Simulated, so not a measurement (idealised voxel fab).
The name of this process module is voxel fin reveal.
For reference, the cross-section in this document is cut, with width 285 nm and square cells of 5 nm.
Bands, listed from the top down, are how a cross-section gets written in this document; the cross-section itself is a grid of square cells, and a band is one or more rows of them.
For a band, the entry starts with two heights in nm, that of the top and then that of the bottom, and carries on with the band's materials in order from left to right, each alongside its width in nm; the word "all across" beside a single material means it fills the band edge to edge, and "empty" means empty space.
Counting heights begins at 0, where everything beneath is, in the wafer as received, one material. The lowest band has no bottom; it goes on downwards, as "top 0, no bottom" shows.
The width entry "30..40" should be interpreted row by row: the top row of cells in the band takes the first number, the bottom row takes the second number, and the change between adjacent rows is uniform throughout.
No cell of the cross-section changed in a step that is given as "same as before".
The entry titled "Fully closed voids" provides the empty spaces that have no open way to the top, restricted to those of 8 cells or more. Each is presented as width x height at distance, the distance being measured from the left edge, with all three in nm.
Anything after a step's settings on that line? It's the simulator's own note about the step.
overlay nm: how far to the right of its planned place the mask lay on this masked step (negative: to the left).
Set out below are the planned steps of the process:
step 1: RECEIVE with material Si
step 2: CONFORMAL_DEP with material SiN, thk nm 5
step 3: DIRECTIONAL_DEP with material aC, thk nm 10
step 4: PATTERN with tone cover, mask id FINS, material resist, width nm 15, pitch nm 45, thk nm 30, overlay nm 0
step 5: DIRECTIONAL_ETCH with etch materials aC, depth nm 10
step 6: STRIP with etch materials resist
step 7: DIRECTIONAL_ETCH with etch materials SiN, depth nm 5
step 8: DIRECTIONAL_ETCH with etch materials Si, depth nm 40
step 9: STRIP with etch materials aC
step 10: FILL_DEP with material SiO2, thk nm 15
step 11: CMP with height nm 5
step 12: SELECTIVE_ETCH with etch materials SiO2, depth nm 20
step 13: STRIP with etch materials SiN
step 14: CONFORMAL_DEP with material SiO2, thk nm 5
Cross-section of the wafer as it came to us, i.e., already through step 1:
	top 0, no bottom: Si all across
	Fully closed voids: none
Cross-sectional image of the first of two wafers at the end of the module, the run having proceeded as planned:
	top 5, bottom 0: 85 of empty, then 25 of SiO2, then 20 of empty, then 25 of SiO2, then 20 of empty, then 25 of SiO2, then 85 of empty
	top 0, bottom -10: 85 of empty, then 5 of SiO2, then 15 of Si, then 5 of SiO2, then 20 of empty, then 5 of SiO2, then 15 of Si, then 5 of SiO2, then 20 of empty, then 5 of SiO2, then 15 of Si, then 5 of SiO2, then 85 of empty
	top -10, bottom -40: 90 of SiO2, then 15 of Si, then 30 of SiO2, then 15 of Si, then 30 of SiO2, then 15 of Si, then 90 of SiO2
	top -40, no bottom: Si all across
	Fully closed voids: none
Second wafer at the end: like start, like plan, one mistake:
	top 5, bottom 0: 85 of empty, then 25 of SiO2, then 20 of empty, then 25 of SiO2, then 20 of empty, then 25 of SiO2, then 85 of empty
	top 0, bottom -10: 85 of empty, then 5 of SiO2, then 15 of Si, then 5 of SiO2, then 20 of empty, then 5 of SiO2, then 15 of Si, then 5 of SiO2, then 20 of empty, then 5 of SiO2, then 15 of Si, then 5 of SiO2, then 85 of empty
	top -10, bottom -35: 90 of SiO2, then 15 of Si, then 30 of SiO2, then 15 of Si, then 30 of SiO2, then 15 of Si, then 90 of SiO2
	top -35, no bottom: Si all across
	Fully closed voids: none
Finding, execution versus plan: heads up, step 8 didn't go per plan, it actually ran as DIRECTIONAL_ETCH with etch materials Si, depth nm 35
Upon completion, the second wafer contains, in terms of cells, a greater or smaller amount of certain materials than the first wafer: Si +48; SiO2 -48
